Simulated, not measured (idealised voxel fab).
process module | voxel spacer lines
cross-section cut | 200 nm wide | cells 5 nm
A cross-section is a grid of square cells, given in bands from the top down. A band is one or more rows of cells.
Each band's line starts with the height of the band's top and of its bottom, in nm. Then come its materials from left to right, each with its width in nm. One material with "throughout" fills the band from edge to edge. "air" is empty space.
Height 0 is the level under which the wafer as received is all one material. The lowest band goes on downwards, as in "0 down".
A width such as "30 to 40" changes by the same amount from each row of cells to the next, from the band's top row to its bottom row.
"no change" after a step means that no cell of the cross-section changed.
closed voids: empty space of 8 cells or more with no open way to the top, each as width x height at its distance from the left edge, in nm
after a step's settings: what the simulator itself notes on the step
overlay nm, on a step with a mask: how far to the right of its planned place the mask lay; to the left if negative
plan
1 op RECEIVE | material Si
2 op CONFORMAL_DEP | material Al2O3 | thk nm 5
3 op DIRECTIONAL_DEP | material TiN | thk nm 15
4 op DIRECTIONAL_DEP | material aC | thk nm 25
5 op PATTERN | tone cover | mask id MANDREL | material resist | width nm 20 | pitch nm 60 | thk nm 35 | overlay nm 0
6 op DIRECTIONAL_ETCH | etch materials aC | depth nm 25
7 op STRIP | etch materials resist
8 op CONFORMAL_DEP | material SiO2 | thk nm 10
9 op DIRECTIONAL_ETCH | etch materials SiO2 | depth nm 10
10 op STRIP | etch materials aC
11 op DIRECTIONAL_ETCH | etch materials TiN | depth nm 15
12 op STRIP | etch materials SiO2
13 op FILL_DEP | material lowk | thk nm 5
14 op CMP | height nm 20
as received, after step 1
  0 down: Si throughout
  closed voids: none
a wafer at the end: this start, this plan, one mistake
  20 to 15: lowk 50 | TiN 40 | lowk 20 | TiN 40 | lowk 50
  15 to 5: TiN throughout
  5 to 0: Al2O3 throughout
  0 down: Si throughout
  closed voids: none
what went wrong: step 8 ran as: op CONFORMAL_DEP | material TiN | thk nm 10
